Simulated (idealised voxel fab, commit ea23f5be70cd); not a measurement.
Presented below is a process module, voxel self aligned vias.
Section shown: cut. Width: 265 nm. Cell size: 5 nm, square.
Throughout this document, each cross-section is represented as a grid of square cells and is presented as a sequence of bands enumerated from the top downward, where a band comprises one or more rows of cells.
Per band: top height and bottom height in nm, followed by the left-to-right materials and their widths in nm; "all across" marks a single material spanning edge to edge, "air" marks empty space.
Heights from 0 (as-received wafer is one material below). Bottom band endless downward, as "from 0 down".
With a width like "30..40", each row of cells in the band differs from the next by the same amount, the top row carrying the first number and the bottom row the second.
Key: "stayed the same" - step with no changed cell in the cross-section.
Enclosed voids (no open way to top), threshold 8 cells or more, entry "Internal closed voids", notation width x height at distance, distance from left edge, nm.
It should be noted that, on the line of a given step, the content following the step's settings is a remark produced by the simulator itself with respect to that step.
overlay nm: mask offset rightward from planned place, masked step; negative means leftward offset.
This section lists the process steps that were planned
step 1: RECEIVE: material Si
step 2: CONFORMAL_DEP: material SiO2, thk nm 15
step 3: CONFORMAL_DEP: material SiCN, thk nm 5
step 4: DIRECTIONAL_DEP: material SiO2, thk nm 30
step 5: MASKED_ETCH: tone open, mask id LINES, width nm 25, pitch nm 60, etch materials SiO2, depth nm 30, overlay nm 0
step 6: CONFORMAL_DEP: material TiN, thk nm 5
step 7: FILL_DEP: material W, thk nm 5
step 8: CMP: height nm 50
step 9: SELECTIVE_ETCH: etch materials W Ru TiN, depth nm 10
step 10: FILL_DEP: material SiN, thk nm 10
step 11: CMP: height nm 50
step 12: DIRECTIONAL_DEP: material SiO2, thk nm 15
step 13: MASKED_ETCH: tone open, mask id VIAS, width nm 45, pitch nm 60, etch materials SiO2, depth nm 15, overlay nm 0
step 14: MASKED_ETCH: tone open, mask id VIAS, width nm 45, pitch nm 60, etch materials SiN, depth nm 10, overlay nm 0
step 15: CONFORMAL_DEP: material TiN, thk nm 5
step 16: FILL_DEP: material Ru, thk nm 5
step 17: CMP: height nm 65
step 18: CONFORMAL_DEP: material SiCN, thk nm 5
The following pertains to the first of two wafers, which was processed as planned
As-received wafer cross-section (after step 1)
* from 0 down = Si all across
* Internal closed voids: none
The wafer in cross-section once step 2 is complete
* from 15 to 0 = SiO2 all across
* Lower than 0, everything is as it was.
The wafer in cross-section once step 3 is complete
* from 20 to 15 = SiCN all across
* Lower than 15, everything is as it was.
The wafer in cross-section once step 4 is complete
* from 50 to 20 = SiO2 all across
* Lower than 20, everything is as it was.
The wafer in cross-section once step 5 is complete
* from 50 to 20 = 60 nm SiO2  25 nm air  35 nm SiO2  25 nm air  35 nm SiO2  25 nm air  60 nm SiO2
* Lower than 20, everything is as it was.
The wafer in cross-section once step 6 is complete
* from 55 to 50 = 65 nm TiN  15 nm air  45 nm TiN  15 nm air  45 nm TiN  15 nm air  65 nm TiN
* from 50 to 25 = 60 nm SiO2  5 nm TiN  15 nm air  5 nm TiN  35 nm SiO2  5 nm TiN  15 nm air  5 nm TiN  35 nm SiO2  5 nm TiN  15 nm air  5 nm TiN  60 nm SiO2
* from 25 to 20 = 60 nm SiO2  25 nm TiN  35 nm SiO2  25 nm TiN  35 nm SiO2  25 nm TiN  60 nm SiO2
* Lower than 20, everything is as it was.
The wafer in cross-section once step 7 is complete
* from 60 to 55 = W all across
* from 55 to 50 = 65 nm TiN  15 nm W  45 nm TiN  15 nm W  45 nm TiN  15 nm W  65 nm TiN
* from 50 to 25 = 60 nm SiO2  5 nm TiN  15 nm W  5 nm TiN  35 nm SiO2  5 nm TiN  15 nm W  5 nm TiN  35 nm SiO2  5 nm TiN  15 nm W  5 nm TiN  60 nm SiO2
* Lower than 25, everything is as it was.
The wafer in cross-section once step 8 is complete
* from 50 to 25 = 60 nm SiO2  5 nm TiN  15 nm W  5 nm TiN  35 nm SiO2  5 nm TiN  15 nm W  5 nm TiN  35 nm SiO2  5 nm TiN  15 nm W  5 nm TiN  60 nm SiO2
* Lower than 25, everything is as it was.
The wafer in cross-section once step 9 is complete
* from 50 to 40 = 60 nm SiO2  25 nm air  35 nm SiO2  25 nm air  35 nm SiO2  25 nm air  60 nm SiO2
* Lower than 40, everything is as it was.
The wafer in cross-section once step 10 is complete
* from 60 to 50 = SiN all across
* from 50 to 40 = 60 nm SiO2  25 nm SiN  35 nm SiO2  25 nm SiN  35 nm SiO2  25 nm SiN  60 nm SiO2
* Lower than 40, everything is as it was.
The wafer in cross-section once step 11 is complete
* from 50 to 40 = 60 nm SiO2  25 nm SiN  35 nm SiO2  25 nm SiN  35 nm SiO2  25 nm SiN  60 nm SiO2
* Lower than 40, everything is as it was.
The wafer in cross-section once step 12 is complete
* from 65 to 50 = SiO2 all across
* Lower than 50, everything is as it was.
The wafer in cross-section once step 13 is complete
* from 65 to 50 = 50 nm SiO2  45 nm air  15 nm SiO2  45 nm air  15 nm SiO2  45 nm air  50 nm SiO2
* Lower than 50, everything is as it was.
The wafer in cross-section once step 14 is complete
* from 65 to 50 = 50 nm SiO2  45 nm air  15 nm SiO2  45 nm air  15 nm SiO2  45 nm air  50 nm SiO2
* from 50 to 40 = 60 nm SiO2  25 nm air  35 nm SiO2  25 nm air  35 nm SiO2  25 nm air  60 nm SiO2
* Lower than 40, everything is as it was.
The wafer in cross-section once step 15 is complete
* from 70 to 65 = 55 nm TiN  35 nm air  25 nm TiN  35 nm air  25 nm TiN  35 nm air  55 nm TiN
* from 65 to 55 = 50 nm SiO2  5 nm TiN  35 nm air  5 nm TiN  15 nm SiO2  5 nm TiN  35 nm air  5 nm TiN  15 nm SiO2  5 nm TiN  35 nm air  5 nm TiN  50 nm SiO2
* from 55 to 45 = 50..60 nm SiO2  15..5 nm TiN  15 nm air  15..5 nm TiN  15..35 nm SiO2  15..5 nm TiN  15 nm air  15..5 nm TiN  15..35 nm SiO2  15..5 nm TiN  15 nm air  15..5 nm TiN  50..60 nm SiO2
* from 45 to 40 = 60 nm SiO2  25 nm TiN  35 nm SiO2  25 nm TiN  35 nm SiO2  25 nm TiN  60 nm SiO2
* Lower than 40, everything is as it was.
The wafer in cross-section once step 16 is complete
* from 75 to 70 = Ru all across
* from 70 to 65 = 55 nm TiN  35 nm Ru  25 nm TiN  35 nm Ru  25 nm TiN  35 nm Ru  55 nm TiN
* from 65 to 55 = 50 nm SiO2  5 nm TiN  35 nm Ru  5 nm TiN  15 nm SiO2  5 nm TiN  35 nm Ru  5 nm TiN  15 nm SiO2  5 nm TiN  35 nm Ru  5 nm TiN  50 nm SiO2
* from 55 to 45 = 50..60 nm SiO2  15..5 nm TiN  15 nm Ru  15..5 nm TiN  15..35 nm SiO2  15..5 nm TiN  15 nm Ru  15..5 nm TiN  15..35 nm SiO2  15..5 nm TiN  15 nm Ru  15..5 nm TiN  50..60 nm SiO2
* Lower than 45, everything is as it was.
The wafer in cross-section once step 17 is complete
* from 65 to 55 = 50 nm SiO2  5 nm TiN  35 nm Ru  5 nm TiN  15 nm SiO2  5 nm TiN  35 nm Ru  5 nm TiN  15 nm SiO2  5 nm TiN  35 nm Ru  5 nm TiN  50 nm SiO2
* Lower than 55, everything is as it was.
The wafer in cross-section once step 18 is complete
* from 70 to 65 = SiCN all across
* Lower than 65, everything is as it was.
Second wafer: like start, like plan, one mistake. Through step 6 it matches the first wafer
The second wafer in cross-section, at the planned close of step 7
* from 60 to 55 = SiCN all across
* from 55 to 50 = 65 nm TiN  15 nm SiCN  45 nm TiN  15 nm SiCN  45 nm TiN  15 nm SiCN  65 nm TiN
* from 50 to 25 = 60 nm SiO2  5 nm TiN  15 nm SiCN  5 nm TiN  35 nm SiO2  5 nm TiN  15 nm SiCN  5 nm TiN  35 nm SiO2  5 nm TiN  15 nm SiCN  5 nm TiN  60 nm SiO2
* Lower than 25, everything is as it was.
The second wafer in cross-section, at the planned close of step 8
* from 50 to 25 = 60 nm SiO2  5 nm TiN  15 nm SiCN  5 nm TiN  35 nm SiO2  5 nm TiN  15 nm SiCN  5 nm TiN  35 nm SiO2  5 nm TiN  15 nm SiCN  5 nm TiN  60 nm SiO2
* Lower than 25, everything is as it was.
The second wafer in cross-section, at the planned close of step 9
* from 50 to 40 = 60 nm SiO2  5 nm air  15 nm SiCN  5 nm air  35 nm SiO2  5 nm air  15 nm SiCN  5 nm air  35 nm SiO2  5 nm air  15 nm SiCN  5 nm air  60 nm SiO2
* Lower than 40, everything is as it was.
The second wafer in cross-section, at the planned close of step 10
* from 60 to 50 = SiN all across
* from 50 to 40 = 60 nm SiO2  5 nm SiN  15 nm SiCN  5 nm SiN  35 nm SiO2  5 nm SiN  15 nm SiCN  5 nm SiN  35 nm SiO2  5 nm SiN  15 nm SiCN  5 nm SiN  60 nm SiO2
* Lower than 40, everything is as it was.
The second wafer in cross-section, at the planned close of step 11
* from 50 to 40 = 60 nm SiO2  5 nm SiN  15 nm SiCN  5 nm SiN  35 nm SiO2  5 nm SiN  15 nm SiCN  5 nm SiN  35 nm SiO2  5 nm SiN  15 nm SiCN  5 nm SiN  60 nm SiO2
* Lower than 40, everything is as it was.
The second wafer in cross-section, at the planned close of step 12
* from 65 to 50 = SiO2 all across
* Lower than 50, everything is as it was.
The second wafer in cross-section, at the planned close of step 13
* from 65 to 50 = 50 nm SiO2  45 nm air  15 nm SiO2  45 nm air  15 nm SiO2  45 nm air  50 nm SiO2
* Lower than 50, everything is as it was.
The second wafer in cross-section, at the planned close of step 14
* from 65 to 50 = 50 nm SiO2  45 nm air  15 nm SiO2  45 nm air  15 nm SiO2  45 nm air  50 nm SiO2
* from 50 to 40 = 60 nm SiO2  5 nm air  15 nm SiCN  5 nm air  35 nm SiO2  5 nm air  15 nm SiCN  5 nm air  35 nm SiO2  5 nm air  15 nm SiCN  5 nm air  60 nm SiO2
* Lower than 40, everything is as it was.
The second wafer in cross-section, at the planned close of step 15
* from 70 to 65 = 55 nm TiN  35 nm air  25 nm TiN  35 nm air  25 nm TiN  35 nm air  55 nm TiN
* from 65 to 55 = 50 nm SiO2  5 nm TiN  35 nm air  5 nm TiN  15 nm SiO2  5 nm TiN  35 nm air  5 nm TiN  15 nm SiO2  5 nm TiN  35 nm air  5 nm TiN  50 nm SiO2
* from 55 to 50 = 50 nm SiO2  45 nm TiN  15 nm SiO2  45 nm TiN  15 nm SiO2  45 nm TiN  50 nm SiO2
* from 50 to 25 = 60 nm SiO2  5 nm TiN  15 nm SiCN  5 nm TiN  35 nm SiO2  5 nm TiN  15 nm SiCN  5 nm TiN  35 nm SiO2  5 nm TiN  15 nm SiCN  5 nm TiN  60 nm SiO2
* Lower than 25, everything is as it was.
The second wafer in cross-section, at the planned close of step 16
* from 75 to 70 = Ru all across
* from 70 to 65 = 55 nm TiN  35 nm Ru  25 nm TiN  35 nm Ru  25 nm TiN  35 nm Ru  55 nm TiN
* from 65 to 55 = 50 nm SiO2  5 nm TiN  35 nm Ru  5 nm TiN  15 nm SiO2  5 nm TiN  35 nm Ru  5 nm TiN  15 nm SiO2  5 nm TiN  35 nm Ru  5 nm TiN  50 nm SiO2
* Lower than 55, everything is as it was.
The second wafer in cross-section, at the planned close of step 17
* from 65 to 55 = 50 nm SiO2  5 nm TiN  35 nm Ru  5 nm TiN  15 nm SiO2  5 nm TiN  35 nm Ru  5 nm TiN  15 nm SiO2  5 nm TiN  35 nm Ru  5 nm TiN  50 nm SiO2
* Lower than 55, everything is as it was.
The second wafer in cross-section, at the planned close of step 18
* from 70 to 65 = SiCN all across
* Lower than 65, everything is as it was.
Heads up, the wafer didn't run the way we planned it: step 7 was processed under conditions differing from the plan, specifically as FILL_DEP: material SiCN, thk nm 5
Per the end-of-run cell counts, the second wafer holds more or fewer of some materials than the first: Ru: 18 fewer; SiCN: 45 more; W: 27 fewer
